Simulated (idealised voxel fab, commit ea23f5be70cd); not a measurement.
process module | voxel double patterning
cross-section cut | 170 nm wide | cells 5 nm
A cross-section is a grid of square cells, given in bands from the top down. A band is one or more rows of cells.
Each band's line starts with the height of the band's top and of its bottom, in nm. Then come its materials from left to right, each with its width in nm. One material with "throughout" fills the band from edge to edge. "air" is empty space.
Height 0 is the level under which the wafer as received is all one material. The lowest band goes on downwards, as in "0 down".
A width such as "30 to 40" changes by the same amount from each row of cells to the next, from the band's top row to its bottom row.
"no change" after a step means that no cell of the cross-section changed.
closed voids: empty space of 8 cells or more with no open way to the top, each as width x height at its distance from the left edge, in nm
after a step's settings: what the simulator itself notes on the step
overlay nm, on a step with a mask: how far to the right of its planned place the mask lay; to the left if negative
plan
1 op RECEIVE | material Si
2 op CONFORMAL_DEP | material SiO2 | thk nm 5
3 op DIRECTIONAL_DEP | material TiN | thk nm 20
4 op DIRECTIONAL_DEP | material SiN | thk nm 10
5 op MASKED_ETCH | tone open | mask id FIRST | width nm 15 | pitch nm 50 | etch materials SiN | depth nm 10 | overlay nm 0
6 op DIRECTIONAL_DEP | material aC | thk nm 10
7 op PATTERN | tone open | mask id SECOND | material resist | width nm 15 | thk nm 30 | overlay nm 0
8 op DIRECTIONAL_ETCH | etch materials aC | depth nm 10
9 op STRIP | etch materials resist
10 op DIRECTIONAL_ETCH | etch materials SiN | depth nm 10
11 op STRIP | etch materials aC
12 op DIRECTIONAL_ETCH | etch materials TiN | depth nm 10
13 op STRIP | etch materials SiN
varied across the wafers: depth nm of step 12. The plan shows the first wafer's value. All wafers start alike
first wafer as received, after step 1
  0 down: Si throughout
  closed voids: none
each wafer at the end: cells of each material gained (+) or lost (-) since it was received, then its closed voids
depth nm 10 | +34 SiO2 | +118 TiN | closed voids: none
depth nm 15 | +34 SiO2 | +109 TiN | closed voids: none
depth nm 20 | +34 SiO2 | +100 TiN | closed voids: none
depth nm 25 | +34 SiO2 | +100 TiN | closed voids: none
depth nm 30 | +34 SiO2 | +100 TiN | closed voids: none
depth nm 35 | +34 SiO2 | +100 TiN | closed voids: none
